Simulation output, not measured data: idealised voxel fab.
Process module under the name voxel gate over fins
Each square cell in cross-section cut measures 5 nm, and the section as a whole is 185 nm wide.
Throughout this document, each cross-section is represented as a grid of square cells and is presented as a sequence of bands enumerated from the top downward, where a band comprises one or more rows of cells.
Read a band's entry like this: the first values are the height of its top and the height of its bottom in nm, and what follows is the sequence of materials from left to right, each with its width in nm. Note that "empty" is empty space, and that a single material marked "everywhere" reaches across the band from edge to edge.
Heights are expressed relative to 0, this being the level below which the as-received wafer comprises one material exclusively. The lowest band is unbounded in the downward direction and is denoted as in "0 down".
Per-row width for "30->40": begins at first number (top row of band), ends at second number (bottom row), increment between rows held constant.
When a step is marked "no alterations made", none of the cells in the cross-section changed during that step.
Closed empty spaces (no open way to the top) of 8 cells or more are what "Sealed cavities" lists, each as width x height at distance from the left edge, nm for all three.
The remark found on a step's line after its settings is issued by the simulator itself and pertains to that step.
When a step includes a mask, the "overlay nm" setting on its line states how far to the right of its planned place that mask lay, and negative values state how far to the left.
## Planned step list for the process
1) RECEIVE: material Si
2) CONFORMAL_DEP: material SiN, thk nm 10
3) PATTERN: tone cover, mask id FINS, material resist, width nm 15, pitch nm 45, thk nm 15, overlay nm 0
4) DIRECTIONAL_ETCH: etch materials SiN, depth nm 10
5) DIRECTIONAL_ETCH: etch materials Si, depth nm 35
6) STRIP: etch materials resist
7) OXIDIZE: depth nm 5
8) FILL_DEP: material SiO2, thk nm 5
9) CMP: height nm 10
10) SELECTIVE_ETCH: etch materials SiO2, depth nm 25
11) STRIP: etch materials SiN
12) CONFORMAL_DEP: material HfO2, thk nm 5
13) CONFORMAL_DEP: material TiN, thk nm 5
14) FILL_DEP: material W, thk nm 10
15) CMP: height nm 15
16) CONFORMAL_DEP: material SiCN, thk nm 5
## Delivered wafer in cross-section: state after step 1
    0 down | Si everywhere
    Sealed cavities: none
## Looking at the first of two wafers in cross-section at end of module - ran to plan
    20 to 15 | SiCN everywhere
    15 to 10 | W everywhere
    10 to 5 | W 55 nm; TiN 25 nm; W 20 nm; TiN 25 nm; W 60 nm
    5 to 0 | W 55 nm; TiN 5 nm; HfO2 15 nm; TiN 5 nm; W 20 nm; TiN 5 nm; HfO2 15 nm; TiN 5 nm; W 60 nm
    0 to -5 | W 55 nm; TiN 5 nm; HfO2 5 nm; Si 5 nm; HfO2 5 nm; TiN 5 nm; W 20 nm; TiN 5 nm; HfO2 5 nm; Si 5 nm; HfO2 5 nm; TiN 5 nm; W 60 nm
    -5 to -10 | TiN 60 nm; HfO2 5 nm; Si 5 nm; HfO2 5 nm; TiN 30 nm; HfO2 5 nm; Si 5 nm; HfO2 5 nm; TiN 65 nm
    -10 to -15 | HfO2 65 nm; Si 5 nm; HfO2 40 nm; Si 5 nm; HfO2 70 nm
    -15 to -40 | SiO2 65 nm; Si 5 nm; SiO2 40 nm; Si 5 nm; SiO2 70 nm
    -40 down | Si everywhere
    Sealed cavities: none
## So this is wafer number two of the two, cut at the end of the module - it started where the first did and had the same plan, we just got one thing wrong running it
    20 to 15 | SiCN everywhere
    15 to 10 | W everywhere
    10 to 5 | W 45 nm; TiN 25 nm; W 20 nm; TiN 25 nm; W 70 nm
    5 to 0 | W 45 nm; TiN 5 nm; HfO2 15 nm; TiN 5 nm; W 20 nm; TiN 5 nm; HfO2 15 nm; TiN 5 nm; W 70 nm
    0 to -5 | W 45 nm; TiN 5 nm; HfO2 5 nm; Si 5 nm; HfO2 5 nm; TiN 5 nm; W 20 nm; TiN 5 nm; HfO2 5 nm; Si 5 nm; HfO2 5 nm; TiN 5 nm; W 70 nm
    -5 to -10 | TiN 50 nm; HfO2 5 nm; Si 5 nm; HfO2 5 nm; TiN 30 nm; HfO2 5 nm; Si 5 nm; HfO2 5 nm; TiN 75 nm
    -10 to -15 | HfO2 55 nm; Si 5 nm; HfO2 40 nm; Si 5 nm; HfO2 80 nm
    -15 to -40 | SiO2 55 nm; Si 5 nm; SiO2 40 nm; Si 5 nm; SiO2 80 nm
    -40 down | Si everywhere
    Sealed cavities: none
Error vs. plan: in deviation from the planned setting, step 3 was conducted as PATTERN: tone cover, mask id FINS, material resist, width nm 15, pitch nm 45, thk nm 15, overlay nm -10
Heads up: at the end the two wafers have identical cell counts per material, they're just laid out differently.
